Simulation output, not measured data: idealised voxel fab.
Presented below is a process module, voxel self aligned contacts.
The cross-section shown here is cut; it is 170 nm wide and divided into square cells measuring 5 nm on a side.
Cross-section layout: square cells on a grid; listed as bands, top to bottom; a band spans one or more cell rows. Top height, bottom height, nm. Materials left to right, width each, nm. Single material + "all across" = fills band edge to edge. "air" = empty. Measure heights from 0. That's the level where, below it, the as-received wafer is all one material. The lowest band is bottomless and extends downward; write it as in "0 -> down". The two numbers in a width such as "30 to 40" mark its ends across the band: the first belongs to the top row of cells, the second to the bottom row, and from each row to the next the width moves by the same amount. A step reported as "identical to before" is a step in which no cell of the cross-section changed. If an empty space has no open way to the top and is at least 8 cells in size, "Closed voids list" lists it, written width x height at distance, where distance is measured from the left edge and every value is in nm. Post-settings text on a step line: simulator's own remark regarding the step. A step line may carry the setting "overlay nm", which, for steps involving a mask, states the distance by which the mask lay to the right of its intended position; negative values denote displacement to the left.

Listed below are the process steps as planned:
- 1: RECEIVE with material Si
- 2: CONFORMAL_DEP with material SiO2, thk nm 5
- 3: DIRECTIONAL_DEP with material polySi, thk nm 25
- 4: DIRECTIONAL_DEP with material SiN, thk nm 20
- 5: PATTERN with tone cover, mask id GATE, material resist, width nm 25, pitch nm 60, thk nm 20, overlay nm 0
- 6: DIRECTIONAL_ETCH with etch materials SiN, depth nm 20
- 7: DIRECTIONAL_ETCH with etch materials polySi, depth nm 25
- 8: STRIP with etch materials resist
- 9: CONFORMAL_DEP with material SiN, thk nm 5
- 10: DIRECTIONAL_ETCH with etch materials SiN, depth nm 5
- 11: FILL_DEP with material SiO2, thk nm 15
- 12: CMP with height nm 55
- 13: DIRECTIONAL_DEP with material aC, thk nm 10
- 14: PATTERN with tone open, mask id CONTACT, material resist, width nm 45, thk nm 25, overlay nm 0
- 15: DIRECTIONAL_ETCH with etch materials aC, depth nm 10
- 16: STRIP with etch materials resist
- 17: DIRECTIONAL_ETCH with etch materials SiO2, depth nm 55
- 18: STRIP with etch materials aC
- 19: CONFORMAL_DEP with material TiN, thk nm 5
- 20: FILL_DEP with material Ru, thk nm 5
- 21: CMP with height nm 55
- 22: CONFORMAL_DEP with material SiCN, thk nm 5

Cross-section of the incoming wafer, state after step 1:
0 -> down: Si all across
Closed voids list: none

Figure: cross-sectional view of the wafer upon completion of the module, processed from the initial state and according to the plan depicted above, with one error introduced during execution:
60 -> 55: SiCN all across
55 -> 45: SiO2: 60, TiN: 5 to 15, Ru: 35 to 15, TiN: 5 to 15, SiO2: 65
45 -> 25: SiO2: 35, SiN: 35, TiN: 5, Ru: 15, TiN: 5, SiN: 35, SiO2: 40
25 -> 5: SiO2: 35, SiN: 5, polySi: 25, SiN: 5, TiN: 5, Ru: 15, TiN: 5, SiN: 5, polySi: 25, SiN: 5, SiO2: 40
5 -> 0: SiO2: 35, SiN: 5, polySi: 25, SiN: 5, TiN: 25, SiN: 5, polySi: 25, SiN: 5, SiO2: 40
0 -> down: Si all across
Closed voids list: none
In executing the process, a mistake was made relative to the plan: step 2 of the plan never got run, it was skipped over
